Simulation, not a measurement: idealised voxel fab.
Herein follows the process module entitled voxel transistor to metal.
Cross-section cut spans 145 nm and uses square cells 5 nm in size.
When this document writes out a cross-section, it uses a grid of square cells and lists it as bands, beginning at the top and moving down, with a band standing for one or more rows of cells. Quick guide to a band line: top height, bottom height (nm) up front; then every material left to right with its width in nm. Only one material and it's marked "throughout"? Then it fills the band edge to edge. And "empty" just means empty space. Below 0: as-received wafer, all one material; heights counted from there. Lowest band: no bottom, goes on down, written "0..down". Read "30 to 40" as a graded width: first number on top, second number at the bottom, same change between each pair of neighbouring rows. "nothing changed" -> step changed no cross-section cell. Basically, "Enclosed internal voids" tells you about the enclosed voids: empty spaces with no open way to the top, 8 cells or bigger, each written width x height at distance, where distance is from the left edge, all in nm. Step line, after settings: the simulator's comment on this step. Regarding "overlay nm": on a step with a mask, it is the distance the mask lay to the right of its planned place; a negative value places it to the left. Each pair of cross-sections that follows straddles one process step: the one shows the state before the step, the other the state after it, down to the lowest band that changed and no further. The step in question, and its settings, are given under the pair. Note that a pair is not necessarily a continuation of the pair above it, since pairs can come from different runs of this module on the same starting wafer; it is a continuation only where its entry headed "Pre-step view" says so.
-- Pre-step view
    40..25  empty: 60 / SiCN: 25 / empty: 60
    25..0  empty: 60 / polySi: 25 / empty: 60
    0..-5  SiO2: 10 / empty: 50 / polySi: 25 / empty: 50 / SiO2: 10
    -5..-10  SiO2 throughout
    -10..-45  SiO2: 15 / Si: 115 / SiO2: 15
    -45..down  Si throughout
    Enclosed internal voids: none
-- Cross-Section After Step
    45..40  empty: 55 / SiN: 35 / empty: 55
    40..25  empty: 55 / SiN: 5 / SiCN: 25 / SiN: 5 / empty: 55
    25..5  empty: 55 / SiN: 5 / polySi: 25 / SiN: 5 / empty: 55
    5..0  SiN: 15 / empty: 40 / SiN: 5 / polySi: 25 / SiN: 5 / empty: 40 / SiN: 15
    0..-5  SiO2: 10 / SiN: 50 / polySi: 25 / SiN: 50 / SiO2: 10
    At heights below -5, the structure remains unaltered.
    Enclosed internal voids: none
So what happens between those two cross-sections up there? CONFORMAL_DEP: material SiN, thk nm 5
Pre-step view: it's just the after picture from the pair right above this one.
-- Cross-Section After Step
    40..25  empty: 55 / SiN: 5 / SiCN: 25 / SiN: 5 / empty: 55
    25..0  empty: 55 / SiN: 5 / polySi: 25 / SiN: 5 / empty: 55
    0..-5  SiO2: 10 / SiN: 5 / empty: 40 / SiN: 5 / polySi: 25 / SiN: 5 / empty: 40 / SiN: 5 / SiO2: 10
    At heights below -5, the structure remains unaltered.
    Enclosed internal voids: none
So what happens between those two cross-sections up there? DIRECTIONAL_ETCH: etch materials SiN, depth nm 5
Pre-step view: it's just the after picture from the pair right above this one.
-- Cross-Section After Step
    40..25  empty: 55 / SiN: 5 / SiCN: 25 / SiN: 5 / empty: 55
    25..0  empty: 55 / SiN: 5 / polySi: 25 / SiN: 5 / empty: 55
    0..-5  empty: 10 / SiN: 5 / empty: 40 / SiN: 5 / polySi: 25 / SiN: 5 / empty: 40 / SiN: 5 / empty: 10
    -5..-10  SiO2: 15 / empty: 40 / SiO2: 35 / empty: 40 / SiO2: 15
    At heights below -10, the structure remains unaltered.
    Enclosed internal voids: none
So what happens between those two cross-sections up there? DIRECTIONAL_ETCH: etch materials SiO2, depth nm 5
Pre-step view: it's just the after picture from the pair right above this one.
-- Cross-Section After Step
    40..25  empty: 55 / SiN: 5 / SiCN: 25 / SiN: 5 / empty: 55
    25..0  empty: 55 / SiN: 5 / polySi: 25 / SiN: 5 / empty: 55
    0..-5  empty: 10 / SiN: 5 / empty: 40 / SiN: 5 / polySi: 25 / SiN: 5 / empty: 40 / SiN: 5 / empty: 10
    -5..-10  SiO2: 15 / empty: 40 / SiO2: 35 / empty: 40 / SiO2: 15
    -10..-20  SiO2: 15 / empty: 40 / Si: 35 / empty: 40 / SiO2: 15
    At heights below -20, the structure remains unaltered.
    Enclosed internal voids: none
So what happens between those two cross-sections up there? DIRECTIONAL_ETCH: etch materials Si, depth nm 10
Pre-step view: it's just the after picture from the pair right above this one.
-- Cross-Section After Step
    40..25  empty: 55 / SiN: 5 / SiCN: 25 / SiN: 5 / empty: 55
    25..0  empty: 55 / SiN: 5 / polySi: 25 / SiN: 5 / empty: 55
    0..-5  empty: 10 / SiN: 5 / empty: 30 / pSi: 10 / SiN: 5 / polySi: 25 / SiN: 5 / pSi: 10 / empty: 30 / SiN: 5 / empty: 10
    -5..-10  SiO2: 15 / empty: 30 / pSi: 10 / SiO2: 35 / pSi: 10 / empty: 30 / SiO2: 15
    -10..-20  SiO2: 15 / pSi: 40 / Si: 35 / pSi: 40 / SiO2: 15
    At heights below -20, the structure remains unaltered.
    Enclosed internal voids: none
So what happens between those two cross-sections up there? EPI: material pSi, thk nm 10
Pre-step view: it's just the after picture from the pair right above this one.
-- Cross-Section After Step
    45..40  SiO2 throughout
    40..25  SiO2: 55 / SiN: 5 / SiCN: 25 / SiN: 5 / SiO2: 55
    25..0  SiO2: 55 / SiN: 5 / polySi: 25 / SiN: 5 / SiO2: 55
    0..-5  SiO2: 10 / SiN: 5 / SiO2: 30 / pSi: 10 / SiN: 5 / polySi: 25 / SiN: 5 / pSi: 10 / SiO2: 30 / SiN: 5 / SiO2: 10
    -5..-10  SiO2: 45 / pSi: 10 / SiO2: 35 / pSi: 10 / SiO2: 45
    At heights below -10, the structure remains unaltered.
    Enclosed internal voids: none
So what happens between those two cross-sections up there? FILL_DEP: material SiO2, thk nm 5
Pre-step view: it's just the after picture from the pair right above this one.
-- Cross-Section After Step
    25..0  SiO2: 55 / SiN: 5 / polySi: 25 / SiN: 5 / SiO2: 55
    At heights below 0, the structure remains unaltered.
    Enclosed internal voids: none
So what happens between those two cross-sections up there? CMP: height nm 25
Pre-step view: it's just the after picture from the pair right above this one.
-- Cross-Section After Step
    25..0  SiO2: 55 / SiN: 5 / empty: 25 / SiN: 5 / SiO2: 55
    0..-5  SiO2: 10 / SiN: 5 / SiO2: 30 / pSi: 10 / SiN: 5 / empty: 25 / SiN: 5 / pSi: 10 / SiO2: 30 / SiN: 5 / SiO2: 10
    At heights below -5, the structure remains unaltered.
    Enclosed internal voids: none
So what happens between those two cross-sections up there? STRIP: etch materials polySi
Pre-step view: it's just the after picture from the pair right above this one.
-- Cross-Section After Step
    25..20  empty: 55 / SiN: 5 / empty: 25 / SiN: 5 / empty: 55
    20..0  SiO2: 55 / SiN: 5 / empty: 25 / SiN: 5 / SiO2: 55
    0..-5  SiO2: 10 / SiN: 5 / SiO2: 30 / pSi: 10 / SiN: 5 / empty: 25 / SiN: 5 / pSi: 10 / SiO2: 30 / SiN: 5 / SiO2: 10
    -5..-10  SiO2: 45 / pSi: 10 / empty: 35 / pSi: 10 / SiO2: 45
    At heights below -10, the structure remains unaltered.
    Enclosed internal voids: none
So what happens between those two cross-sections up there? SELECTIVE_ETCH: etch materials SiO2, depth nm 5
Pre-step view: it's just the after picture from the pair right above this one.
-- Cross-Section After Step
    30..25  empty: 50 / HfO2: 15 / empty: 15 / HfO2: 15 / empty: 50
    25..20  HfO2: 55 / SiN: 5 / HfO2: 5 / empty: 15 / HfO2: 5 / SiN: 5 / HfO2: 55
    20..0  SiO2: 55 / SiN: 5 / HfO2: 5 / empty: 15 / HfO2: 5 / SiN: 5 / SiO2: 55
    0..-5  SiO2: 10 / SiN: 5 / SiO2: 30 / pSi: 10 / SiN: 5 / HfO2: 5 / empty: 15 / HfO2: 5 / SiN: 5 / pSi: 10 / SiO2: 30 / SiN: 5 / SiO2: 10
    -5..-10  SiO2: 45 / pSi: 10 / HfO2: 35 / pSi: 10 / SiO2: 45
    At heights below -10, the structure remains unaltered.
    Enclosed internal voids: none
So what happens between those two cross-sections up there? CONFORMAL_DEP: material HfO2, thk nm 5
Pre-step view: it's just the after picture from the pair right above this one.
-- Cross-Section After Step
    35..30  empty: 45 / TiN: 25 / empty: 5 / TiN: 25 / empty: 45
    30..25  TiN: 50 / HfO2: 15 / TiN: 5 / empty: 5 / TiN: 5 / HfO2: 15 / TiN: 50
    25..20  HfO2: 55 / SiN: 5 / HfO2: 5 / TiN: 5 / empty: 5 / TiN: 5 / HfO2: 5 / SiN: 5 / HfO2: 55
    20..0  SiO2: 55 / SiN: 5 / HfO2: 5 / TiN: 5 / empty: 5 / TiN: 5 / HfO2: 5 / SiN: 5 / SiO2: 55
    0..-5  SiO2: 10 / SiN: 5 / SiO2: 30 / pSi: 10 / SiN: 5 / HfO2: 5 / TiN: 15 / HfO2: 5 / SiN: 5 / pSi: 10 / SiO2: 30 / SiN: 5 / SiO2: 10
    At heights below -5, the structure remains unaltered.
    Enclosed internal voids: none
So what happens between those two cross-sections up there? CONFORMAL_DEP: material TiN, thk nm 5
Pre-step view: it's just the after picture from the pair right above this one.
-- Cross-Section After Step
    45..35  W throughout
    35..30  W: 45 / TiN: 25 / W: 5 / TiN: 25 / W: 45
    30..25  TiN: 50 / HfO2: 15 / TiN: 5 / W: 5 / TiN: 5 / HfO2: 15 / TiN: 50
    25..20  HfO2: 55 / SiN: 5 / HfO2: 5 / TiN: 5 / W: 5 / TiN: 5 / HfO2: 5 / SiN: 5 / HfO2: 55
    20..0  SiO2: 55 / SiN: 5 / HfO2: 5 / TiN: 5 / W: 5 / TiN: 5 / HfO2: 5 / SiN: 5 / SiO2: 55
    At heights below 0, the structure remains unaltered.
    Enclosed internal voids: none
So what happens between those two cross-sections up there? FILL_DEP: material W, thk nm 10
Pre-step view: it's just the after picture from the pair right above this one.
-- Cross-Section After Step
    20..0  SiO2: 55 / SiN: 5 / HfO2: 5 / TiN: 5 / W: 5 / TiN: 5 / HfO2: 5 / SiN: 5 / SiO2: 55
    At heights below 0, the structure remains unaltered.
    Enclosed internal voids: none
So what happens between those two cross-sections up there? CMP: height nm 20
Pre-step view: it's just the after picture from the pair right above this one.
-- Cross-Section After Step
    35..20  SiO2 throughout
    At heights below 20, the structure remains unaltered.
    Enclosed internal voids: none
So what happens between those two cross-sections up there? DIRECTIONAL_DEP: material SiO2, thk nm 15
Pre-step view: it's just the after picture from the pair right above this one.
-- Cross-Section After Step
    50..35  aC throughout
    At heights below 35, the structure remains unaltered.
    Enclosed internal voids: none
So what happens between those two cross-sections up there? DIRECTIONAL_DEP: material aC, thk nm 15
Pre-step view: it's just the after picture from the pair right above this one.
-- Cross-Section After Step
    85..50  resist: 25 / empty: 20 / resist: 55 / empty: 20 / resist: 25
    At heights below 50, the structure remains unaltered.
    Enclosed internal voids: none
So what happens between those two cross-sections up there? PATTERN: tone open, mask id CONTACT, material resist, width nm 20, pitch nm 75, thk nm 35, overlay nm 0
Pre-step view: it's just the after picture from the pair right above this one.
-- Cross-Section After Step
    70..50  resist: 25 / empty: 20 / resist: 55 / empty: 20 / resist: 25
    50..35  aC: 25 / empty: 20 / aC: 55 / empty: 20 / aC: 25
    At heights below 35, the structure remains unaltered.
    Enclosed internal voids: none
So what happens between those two cross-sections up there? DIRECTIONAL_ETCH: etch materials aC, depth nm 15
Pre-step view: it's just the after picture from the pair right above this one.
-- Cross-Section After Step
    50..35  aC: 25 / empty: 20 / aC: 55 / empty: 20 / aC: 25
    At heights below 35, the structure remains unaltered.
    Enclosed internal voids: none
So what happens between those two cross-sections up there? STRIP: etch materials resist
Pre-step view: it's just the after picture from the pair right above this one.
-- Cross-Section After Step
    50..35  aC: 25 / empty: 20 / aC: 55 / empty: 20 / aC: 25
    35..20  SiO2: 25 / empty: 20 / SiO2: 55 / empty: 20 / SiO2: 25
    20..0  SiO2: 25 / empty: 20 / SiO2: 10 / SiN: 5 / HfO2: 5 / TiN: 5 / W: 5 / TiN: 5 / HfO2: 5 / SiN: 5 / SiO2: 10 / empty: 20 / SiO2: 25
    0..-5  SiO2: 10 / SiN: 5 / SiO2: 10 / empty: 20 / pSi: 10 / SiN: 5 / HfO2: 5 / TiN: 15 / HfO2: 5 / SiN: 5 / pSi: 10 / empty: 20 / SiO2: 10 / SiN: 5 / SiO2: 10
    -5..-10  SiO2: 25 / empty: 20 / pSi: 10 / HfO2: 35 / pSi: 10 / empty: 20 / SiO2: 25
    At heights below -10, the structure remains unaltered.
    Enclosed internal voids: none
So what happens between those two cross-sections up there? DIRECTIONAL_ETCH: etch materials SiO2, depth nm 45
Pre-step view: it's just the after picture from the pair right above this one.
-- Cross-Section After Step
    35..20  SiO2: 25 / empty: 20 / SiO2: 55 / empty: 20 / SiO2: 25
    At heights below 20, the structure remains unaltered.
    Enclosed internal voids: none
So what happens between those two cross-sections up there? STRIP: etch materials aC
Pre-step view: it's just the after picture from the pair right above this one.
-- Cross-Section After Step
    40..35  TiN: 30 / empty: 10 / TiN: 65 / empty: 10 / TiN: 30
    35..20  SiO2: 25 / TiN: 5 / empty: 10 / TiN: 5 / SiO2: 55 / TiN: 5 / empty: 10 / TiN: 5 / SiO2: 25
    20..0  SiO2: 25 / TiN: 5 / empty: 10 / TiN: 5 / SiO2: 10 / SiN: 5 / HfO2: 5 / TiN: 5 / W: 5 / TiN: 5 / HfO2: 5 / SiN: 5 / SiO2: 10 / TiN: 5 / empty: 10 / TiN: 5 / SiO2: 25
    0..-5  SiO2: 10 / SiN: 5 / SiO2: 10 / TiN: 5 / empty: 10 / TiN: 5 / pSi: 10 / SiN: 5 / HfO2: 5 / TiN: 15 / HfO2: 5 / SiN: 5 / pSi: 10 / TiN: 5 / empty: 10 / TiN: 5 / SiO2: 10 / SiN: 5 / SiO2: 10
    -5..-10  SiO2: 25 / TiN: 20 / pSi: 10 / HfO2: 35 / pSi: 10 / TiN: 20 / SiO2: 25
    At heights below -10, the structure remains unaltered.
    Enclosed internal voids: none
So what happens between those two cross-sections up there? CONFORMAL_DEP: material TiN, thk nm 5
Pre-step view: it's just the after picture from the pair right above this one.
-- Cross-Section After Step
    50..40  W throughout
    40..35  TiN: 30 / W: 10 / TiN: 65 / W: 10 / TiN: 30
    35..20  SiO2: 25 / TiN: 5 / W: 10 / TiN: 5 / SiO2: 55 / TiN: 5 / W: 10 / TiN: 5 / SiO2: 25
    20..0  SiO2: 25 / TiN: 5 / W: 10 / TiN: 5 / SiO2: 10 / SiN: 5 / HfO2: 5 / TiN: 5 / W: 5 / TiN: 5 / HfO2: 5 / SiN: 5 / SiO2: 10 / TiN: 5 / W: 10 / TiN: 5 / SiO2: 25
    0..-5  SiO2: 10 / SiN: 5 / SiO2: 10 / TiN: 5 / W: 10 / TiN: 5 / pSi: 10 / SiN: 5 / HfO2: 5 / TiN: 15 / HfO2: 5 / SiN: 5 / pSi: 10 / TiN: 5 / W: 10 / TiN: 5 / SiO2: 10 / SiN: 5 / SiO2: 10
    At heights below -5, the structure remains unaltered.
    Enclosed internal voids: none
So what happens between those two cross-sections up there? FILL_DEP: material W, thk nm 10
Pre-step view: it's just the after picture from the pair right above this one.
-- Cross-Section After Step
    35..20  SiO2: 25 / TiN: 5 / W: 10 / TiN: 5 / SiO2: 55 / TiN: 5 / W: 10 / TiN: 5 / SiO2: 25
    At heights below 20, the structure remains unaltered.
    Enclosed internal voids: none
So what happens between those two cross-sections up there? CMP: height nm 35
Pre-step view: it's just the after picture from the pair right above this one.
-- Cross-Section After Step
    40..35  SiCN throughout
    At heights below 35, the structure remains unaltered.
    Enclosed internal voids: none
So what happens between those two cross-sections up there? CONFORMAL_DEP: material SiCN, thk nm 5
Pre-step view: it's just the after picture from the pair right above this one.
-- Cross-Section After Step
    55..40  lowk throughout
    At heights below 40, the structure remains unaltered.
    Enclosed internal voids: none
So what happens between those two cross-sections up there? DIRECTIONAL_DEP: material lowk, thk nm 15
Pre-step view: it's just the after picture from the pair right above this one.
-- Cross-Section After Step
    55..40  lowk: 25 / empty: 20 / lowk: 55 / empty: 20 / lowk: 25
    At heights below 40, the structure remains unaltered.
    Enclosed internal voids: none
So what happens between those two cross-sections up there? MASKED_ETCH: tone open, mask id METAL_1, width nm 20, pitch nm 75, etch materials lowk, depth nm 15, overlay nm 0
Pre-step view: it's just the after picture from the pair right above this one.
-- Cross-Section After Step
    55..40  lowk: 25 / empty: 20 / lowk: 55 / empty: 20 / lowk: 25
    40..35  SiCN: 25 / empty: 20 / SiCN: 55 / empty: 20 / SiCN: 25
    At heights below 35, the structure remains unaltered.
    Enclosed internal voids: none
So what happens between those two cross-sections up there? MASKED_ETCH: tone open, mask id METAL_1, width nm 20, pitch nm 75, etch materials SiCN, depth nm 5, overlay nm 0
Pre-step view: it's just the after picture from the pair right above this one.
-- Cross-Section After Step
    60..55  TiN: 30 / empty: 10 / TiN: 65 / empty: 10 / TiN: 30
    55..40  lowk: 25 / TiN: 5 / empty: 10 / TiN: 5 / lowk: 55 / TiN: 5 / empty: 10 / TiN: 5 / lowk: 25
    40..35  SiCN: 25 / TiN: 20 / SiCN: 55 / TiN: 20 / SiCN: 25
    At heights below 35, the structure remains unaltered.
    Enclosed internal voids: none
So what happens between those two cross-sections up there? CONFORMAL_DEP: material TiN, thk nm 5
Pre-step view: it's just the after picture from the pair right above this one.
-- Cross-Section After Step
    70..60  Ru throughout
    60..55  TiN: 30 / Ru: 10 / TiN: 65 / Ru: 10 / TiN: 30
    55..40  lowk: 25 / TiN: 5 / Ru: 10 / TiN: 5 / lowk: 55 / TiN: 5 / Ru: 10 / TiN: 5 / lowk: 25
    At heights below 40, the structure remains unaltered.
    Enclosed internal voids: none
So what happens between those two cross-sections up there? FILL_DEP: material Ru, thk nm 10
Pre-step view: it's just the after picture from the pair right above this one.
-- Cross-Section After Step
    55..40  lowk: 25 / TiN: 5 / Ru: 10 / TiN: 5 / lowk: 55 / TiN: 5 / Ru: 10 / TiN: 5 / lowk: 25
    At heights below 40, the structure remains unaltered.
    Enclosed internal voids: none
So what happens between those two cross-sections up there? CMP: height nm 55
Pre-step view: it's just the after picture from the pair right above this one.
-- Cross-Section After Step
    60..55  empty: 20 / Ru: 30 / empty: 45 / Ru: 30 / empty: 20
    At heights below 55, the structure remains unaltered.
    Enclosed internal voids: none
So what happens between those two cross-sections up there? EPI: material Ru, thk nm 5
Pre-step view: it's just the after picture from the pair right above this one.
-- Cross-Section After Step
    65..60  SiCN throughout
    60..55  SiCN: 20 / Ru: 30 / SiCN: 45 / Ru: 30 / SiCN: 20
    At heights below 55, the structure remains unaltered.
    Enclosed internal voids: none
So what happens between those two cross-sections up there? FILL_DEP: material SiCN, thk nm 5
-- Pre-step view
    25..20  empty: 55 / SiN: 5 / empty: 25 / SiN: 5 / empty: 55
    20..0  SiO2: 55 / SiN: 5 / empty: 25 / SiN: 5 / SiO2: 55
    0..-5  SiO2: 10 / SiN: 5 / SiO2: 30 / pSi: 10 / SiN: 5 / empty: 25 / SiN: 5 / pSi: 10 / SiO2: 30 / SiN: 5 / SiO2: 10
    -5..-10  SiO2: 45 / pSi: 10 / empty: 35 / pSi: 10 / SiO2: 45
    -10..-20  SiO2: 15 / pSi: 40 / Si: 35 / pSi: 40 / SiO2: 15
    -20..-25  SiO2: 15 / Si: 115 / SiO2: 15
    -25..down  Si throughout
    Enclosed internal voids: none
-- Cross-Section After Step
    30..25  empty: 50 / TiN: 15 / empty: 15 / TiN: 15 / empty: 50
    25..20  TiN: 55 / SiN: 5 / TiN: 5 / empty: 15 / TiN: 5 / SiN: 5 / TiN: 55
    20..0  SiO2: 55 / SiN: 5 / TiN: 5 / empty: 15 / TiN: 5 / SiN: 5 / SiO2: 55
    0..-5  SiO2: 10 / SiN: 5 / SiO2: 30 / pSi: 10 / SiN: 5 / TiN: 5 / empty: 15 / TiN: 5 / SiN: 5 / pSi: 10 / SiO2: 30 / SiN: 5 / SiO2: 10
    -5..-10  SiO2: 45 / pSi: 10 / TiN: 35 / pSi: 10 / SiO2: 45
    At heights below -10, the structure remains unaltered.
    Enclosed internal voids: none
So what happens between those two cross-sections up there? CONFORMAL_DEP: material TiN, thk nm 5
Pre-step view: it's just the after picture from the pair right above this one.
-- Cross-Section After Step
    35..30  empty: 45 / HfO2: 25 / empty: 5 / HfO2: 25 / empty: 45
    30..25  HfO2: 50 / TiN: 15 / HfO2: 5 / empty: 5 / HfO2: 5 / TiN: 15 / HfO2: 50
    25..20  TiN: 55 / SiN: 5 / TiN: 5 / HfO2: 5 / empty: 5 / HfO2: 5 / TiN: 5 / SiN: 5 / TiN: 55
    20..0  SiO2: 55 / SiN: 5 / TiN: 5 / HfO2: 5 / empty: 5 / HfO2: 5 / TiN: 5 / SiN: 5 / SiO2: 55
    0..-5  SiO2: 10 / SiN: 5 / SiO2: 30 / pSi: 10 / SiN: 5 / TiN: 5 / HfO2: 15 / TiN: 5 / SiN: 5 / pSi: 10 / SiO2: 30 / SiN: 5 / SiO2: 10
    At heights below -5, the structure remains unaltered.
    Enclosed internal voids: none
So what happens between those two cross-sections up there? CONFORMAL_DEP: material HfO2, thk nm 5
Pre-step view: it's just the after picture from the pair right above this one.
-- Cross-Section After Step
    45..35  W throughout
    35..30  W: 45 / HfO2: 25 / W: 5 / HfO2: 25 / W: 45
    30..25  HfO2: 50 / TiN: 15 / HfO2: 5 / W: 5 / HfO2: 5 / TiN: 15 / HfO2: 50
    25..20  TiN: 55 / SiN: 5 / TiN: 5 / HfO2: 5 / W: 5 / HfO2: 5 / TiN: 5 / SiN: 5 / TiN: 55
    20..0  SiO2: 55 / SiN: 5 / TiN: 5 / HfO2: 5 / W: 5 / HfO2: 5 / TiN: 5 / SiN: 5 / SiO2: 55
    At heights below 0, the structure remains unaltered.
    Enclosed internal voids: none
So what happens between those two cross-sections up there? FILL_DEP: material W, thk nm 10
Pre-step view: it's just the after picture from the pair right above this one.
-- Cross-Section After Step
    20..0  SiO2: 55 / SiN: 5 / TiN: 5 / HfO2: 5 / W: 5 / HfO2: 5 / TiN: 5 / SiN: 5 / SiO2: 55
    At heights below 0, the structure remains unaltered.
    Enclosed internal voids: none
So what happens between those two cross-sections up there? CMP: height nm 20
Pre-step view: it's just the after picture from the pair right above this one.
-- Cross-Section After Step
    35..20  SiO2 throughout
    At heights below 20, the structure remains unaltered.
    Enclosed internal voids: none
So what happens between those two cross-sections up there? DIRECTIONAL_DEP: material SiO2, thk nm 15
Pre-step view: it's just the after picture from the pair right above this one.
-- Cross-Section After Step
    50..35  aC throughout
    At heights below 35, the structure remains unaltered.
    Enclosed internal voids: none
So what happens between those two cross-sections up there? DIRECTIONAL_DEP: material aC, thk nm 15
Pre-step view: it's just the after picture from the pair right above this one.
-- Cross-Section After Step
    85..50  resist: 25 / empty: 20 / resist: 55 / empty: 20 / resist: 25
    At heights below 50, the structure remains unaltered.
    Enclosed internal voids: none
So what happens between those two cross-sections up there? PATTERN: tone open, mask id CONTACT, material resist, width nm 20, pitch nm 75, thk nm 35, overlay nm 0
Pre-step view: it's just the after picture from the pair right above this one.
-- Cross-Section After Step
    70..50  resist: 25 / empty: 20 / resist: 55 / empty: 20 / resist: 25
    50..35  aC: 25 / empty: 20 / aC: 55 / empty: 20 / aC: 25
    At heights below 35, the structure remains unaltered.
    Enclosed internal voids: none
So what happens between those two cross-sections up there? DIRECTIONAL_ETCH: etch materials aC, depth nm 15
Pre-step view: it's just the after picture from the pair right above this one.
-- Cross-Section After Step
    50..35  aC: 25 / empty: 20 / aC: 55 / empty: 20 / aC: 25
    At heights below 35, the structure remains unaltered.
    Enclosed internal voids: none
So what happens between those two cross-sections up there? STRIP: etch materials resist
Pre-step view: it's just the after picture from the pair right above this one.
-- Cross-Section After Step
    50..35  aC: 25 / empty: 20 / aC: 55 / empty: 20 / aC: 25
    35..20  SiO2: 25 / empty: 20 / SiO2: 55 / empty: 20 / SiO2: 25
    20..0  SiO2: 25 / empty: 20 / SiO2: 10 / SiN: 5 / TiN: 5 / HfO2: 5 / W: 5 / HfO2: 5 / TiN: 5 / SiN: 5 / SiO2: 10 / empty: 20 / SiO2: 25
    0..-5  SiO2: 10 / SiN: 5 / SiO2: 10 / empty: 20 / pSi: 10 / SiN: 5 / TiN: 5 / HfO2: 15 / TiN: 5 / SiN: 5 / pSi: 10 / empty: 20 / SiO2: 10 / SiN: 5 / SiO2: 10
    -5..-10  SiO2: 25 / empty: 20 / pSi: 10 / TiN: 35 / pSi: 10 / empty: 20 / SiO2: 25
    At heights below -10, the structure remains unaltered.
    Enclosed internal voids: none
So what happens between those two cross-sections up there? DIRECTIONAL_ETCH: etch materials SiO2, depth nm 45
Pre-step view: it's just the after picture from the pair right above this one.
-- Cross-Section After Step
    35..20  SiO2: 25 / empty: 20 / SiO2: 55 / empty: 20 / SiO2: 25
    At heights below 20, the structure remains unaltered.
    Enclosed internal voids: none
So what happens between those two cross-sections up there? STRIP: etch materials aC
Pre-step view: it's just the after picture from the pair right above this one.
-- Cross-Section After Step
    40..35  TiN: 30 / empty: 10 / TiN: 65 / empty: 10 / TiN: 30
    35..20  SiO2: 25 / TiN: 5 / empty: 10 / TiN: 5 / SiO2: 55 / TiN: 5 / empty: 10 / TiN: 5 / SiO2: 25
    20..0  SiO2: 25 / TiN: 5 / empty: 10 / TiN: 5 / SiO2: 10 / SiN: 5 / TiN: 5 / HfO2: 5 / W: 5 / HfO2: 5 / TiN: 5 / SiN: 5 / SiO2: 10 / TiN: 5 / empty: 10 / TiN: 5 / SiO2: 25
    0..-5  SiO2: 10 / SiN: 5 / SiO2: 10 / TiN: 5 / empty: 10 / TiN: 5 / pSi: 10 / SiN: 5 / TiN: 5 / HfO2: 15 / TiN: 5 / SiN: 5 / pSi: 10 / TiN: 5 / empty: 10 / TiN: 5 / SiO2: 10 / SiN: 5 / SiO2: 10
    -5..-10  SiO2: 25 / TiN: 20 / pSi: 10 / TiN: 35 / pSi: 10 / TiN: 20 / SiO2: 25
    At heights below -10, the structure remains unaltered.
    Enclosed internal voids: none
So what happens between those two cross-sections up there? CONFORMAL_DEP: material TiN, thk nm 5
Pre-step view: it's just the after picture from the pair right above this one.
-- Cross-Section After Step
    50..40  W throughout
    40..35  TiN: 30 / W: 10 / TiN: 65 / W: 10 / TiN: 30
    35..20  SiO2: 25 / TiN: 5 / W: 10 / TiN: 5 / SiO2: 55 / TiN: 5 / W: 10 / TiN: 5 / SiO2: 25
    20..0  SiO2: 25 / TiN: 5 / W: 10 / TiN: 5 / SiO2: 10 / SiN: 5 / TiN: 5 / HfO2: 5 / W: 5 / HfO2: 5 / TiN: 5 / SiN: 5 / SiO2: 10 / TiN: 5 / W: 10 / TiN: 5 / SiO2: 25
    0..-5  SiO2: 10 / SiN: 5 / SiO2: 10 / TiN: 5 / W: 10 / TiN: 5 / pSi: 10 / SiN: 5 / TiN: 5 / HfO2: 15 / TiN: 5 / SiN: 5 / pSi: 10 / TiN: 5 / W: 10 / TiN: 5 / SiO2: 10 / SiN: 5 / SiO2: 10
    At heights below -5, the structure remains unaltered.
    Enclosed internal voids: none
So what happens between those two cross-sections up there? FILL_DEP: material W, thk nm 10
Pre-step view: it's just the after picture from the pair right above this one.
-- Cross-Section After Step
    35..20  SiO2: 25 / TiN: 5 / W: 10 / TiN: 5 / SiO2: 55 / TiN: 5 / W: 10 / TiN: 5 / SiO2: 25
    At heights below 20, the structure remains unaltered.
    Enclosed internal voids: none
So what happens between those two cross-sections up there? CMP: height nm 35
Pre-step view: it's just the after picture from the pair right above this one.
-- Cross-Section After Step
    40..35  SiCN throughout
    At heights below 35, the structure remains unaltered.
    Enclosed internal voids: none
So what happens between those two cross-sections up there? CONFORMAL_DEP: material SiCN, thk nm 5
Pre-step view: it's just the after picture from the pair right above this one.
-- Cross-Section After Step
    55..40  lowk throughout
    At heights below 40, the structure remains unaltered.
    Enclosed internal voids: none
So what happens between those two cross-sections up there? DIRECTIONAL_DEP: material lowk, thk nm 15
Pre-step view: it's just the after picture from the pair right above this one.
-- Cross-Section After Step
    55..40  lowk: 25 / empty: 20 / lowk: 55 / empty: 20 / lowk: 25
    At heights below 40, the structure remains unaltered.
    Enclosed internal voids: none
So what happens between those two cross-sections up there? MASKED_ETCH: tone open, mask id METAL_1, width nm 20, pitch nm 75, etch materials lowk, depth nm 15, overlay nm 0
Pre-step view: it's just the after picture from the pair right above this one.
-- Cross-Section After Step
    55..40  lowk: 25 / empty: 20 / lowk: 55 / empty: 20 / lowk: 25
    40..35  SiCN: 25 / empty: 20 / SiCN: 55 / empty: 20 / SiCN: 25
    At heights below 35, the structure remains unaltered.
    Enclosed internal voids: none
So what happens between those two cross-sections up there? MASKED_ETCH: tone open, mask id METAL_1, width nm 20, pitch nm 75, etch materials SiCN, depth nm 5, overlay nm 0
Pre-step view: it's just the after picture from the pair right above this one.
-- Cross-Section After Step
    60..55  TiN: 30 / empty: 10 / TiN: 65 / empty: 10 / TiN: 30
    55..40  lowk: 25 / TiN: 5 / empty: 10 / TiN: 5 / lowk: 55 / TiN: 5 / empty: 10 / TiN: 5 / lowk: 25
    40..35  SiCN: 25 / TiN: 20 / SiCN: 55 / TiN: 20 / SiCN: 25
    At heights below 35, the structure remains unaltered.
    Enclosed internal voids: none
So what happens between those two cross-sections up there? CONFORMAL_DEP: material TiN, thk nm 5
Pre-step view: it's just the after picture from the pair right above this one.
-- Cross-Section After Step
    70..60  Ru throughout
    60..55  TiN: 30 / Ru: 10 / TiN: 65 / Ru: 10 / TiN: 30
    55..40  lowk: 25 / TiN: 5 / Ru: 10 / TiN: 5 / lowk: 55 / TiN: 5 / Ru: 10 / TiN: 5 / lowk: 25
    At heights below 40, the structure remains unaltered.
    Enclosed internal voids: none
So what happens between those two cross-sections up there? FILL_DEP: material Ru, thk nm 10
Pre-step view: it's just the after picture from the pair right above this one.
-- Cross-Section After Step
    55..40  lowk: 25 / TiN: 5 / Ru: 10 / TiN: 5 / lowk: 55 / TiN: 5 / Ru: 10 / TiN: 5 / lowk: 25
    At heights below 40, the structure remains unaltered.
    Enclosed internal voids: none
So what happens between those two cross-sections up there? CMP: height nm 55
Pre-step view: it's just the after picture from the pair right above this one.
-- Cross-Section After Step
    60..55  empty: 20 / Ru: 30 / empty: 45 / Ru: 30 / empty: 20
    At heights below 55, the structure remains unaltered.
    Enclosed internal voids: none
So what happens between those two cross-sections up there? EPI: material Ru, thk nm 5
Pre-step view: it's just the after picture from the pair right above this one.
-- Cross-Section After Step
    65..60  SiCN throughout
    60..55  SiCN: 20 / Ru: 30 / SiCN: 45 / Ru: 30 / SiCN: 20
    At heights below 55, the structure remains unaltered.
    Enclosed internal voids: none
So what happens between those two cross-sections up there? FILL_DEP: material SiCN, thk nm 5
